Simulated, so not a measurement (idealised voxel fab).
The following process module bears the name voxel fin reveal.
Pictured: cross-section cut, 245 nm wide, on a grid of 5 nm square cells.
For the purposes of this document, a cross-section shall be understood as a grid of square cells, specified as bands listed in top-to-bottom order, each band consisting of one or more rows of cells. It is stipulated that each band's entry specify, in nanometres, the height of the top of the band and then that of its bottom, followed by the materials of the band in left-to-right sequence, each together with its width in nanometres. A single material marked by the word "full width" is understood to fill the band from edge to edge; the word "blank" is understood to denote empty space. We count height from 0. Below that, the starting wafer is all one material. The lowest band never ends at the bottom but goes on down; see "top 0, no bottom" for how that is written. Width "30..40": first value at the band's top row of cells, second value at its bottom row, equal change from row to row. Reading "remained unchanged" for a step: not a cell of the cross-section changed in it. For the entry "Sealed internal cavities", the listed items are empty spaces with no open way to the top whose size is 8 cells or more; each item follows the pattern width x height at distance, where distance is from the left edge and all three are in nm. after a step's settings: what the simulator itself notes on the step. The setting "overlay nm" may be written on the line of a step. When the step uses a mask, the value reports how far to the right of the planned place the mask lay, and a negative value reports that it lay to the left.

PROCESS STEPS - PLAN
1) RECEIVE with material Si
2) CONFORMAL_DEP with material SiN, thk nm 10
3) PATTERN with tone cover, mask id FINS, material resist, width nm 15, pitch nm 40, thk nm 15, overlay nm 0
4) DIRECTIONAL_ETCH with etch materials SiN, depth nm 10
5) DIRECTIONAL_ETCH with etch materials Si, depth nm 40
6) STRIP with etch materials resist
7) OXIDIZE with depth nm 5
8) FILL_DEP with material SiO2, thk nm 10
9) CMP with height nm 10
10) SELECTIVE_ETCH with etch materials SiO2, depth nm 35
11) STRIP with etch materials SiN
12) CONFORMAL_DEP with material HfO2, thk nm 5

CROSS-SECTION OF THE INCOMING WAFER, STATE AFTER STEP 1
top 0, no bottom  Si full width
Sealed internal cavities: none

CROSS-SECTION TAKEN AT MODULE COMPLETION ON THE FIRST OF TWO WAFERS; PROCESSED PER THE PLAN
top 5, bottom 0  blank 75; HfO2 15; blank 25; HfO2 15; blank 25; HfO2 15; blank 75
top 0, bottom -20  blank 75; HfO2 5; Si 5; HfO2 5; blank 25; HfO2 5; Si 5; HfO2 5; blank 25; HfO2 5; Si 5; HfO2 5; blank 75
top -20, bottom -25  HfO2 80; Si 5; HfO2 35; Si 5; HfO2 35; Si 5; HfO2 80
top -25, bottom -45  SiO2 80; Si 5; SiO2 35; Si 5; SiO2 35; Si 5; SiO2 80
top -45, no bottom  Si full width
Sealed internal cavities: none

CROSS-SECTION AT END OF MODULE FOR THE SECOND WAFER OF TWO, WHICH MATCHED THE FIRST IN STARTING POINT AND PLAN AND DIFFERED BY ONE MISTAKE IN ITS PROCESSING
top 15, bottom 0  blank 65; HfO2 35; blank 5; HfO2 35; blank 5; HfO2 35; blank 65
top 0, bottom -10  blank 65; HfO2 15; Si 5; HfO2 15; blank 5; HfO2 15; Si 5; HfO2 15; blank 5; HfO2 15; Si 5; HfO2 15; blank 65
top -10, bottom -25  HfO2 80; Si 5; HfO2 35; Si 5; HfO2 35; Si 5; HfO2 80
top -25, bottom -45  SiO2 80; Si 5; SiO2 35; Si 5; SiO2 35; Si 5; SiO2 80
top -45, no bottom  Si full width
Sealed internal cavities: none
Diagnosis: step 12 was processed under conditions differing from the plan, specifically as CONFORMAL_DEP with material HfO2, thk nm 15
at the end the second wafer has, in cells: 158 more of HfO2
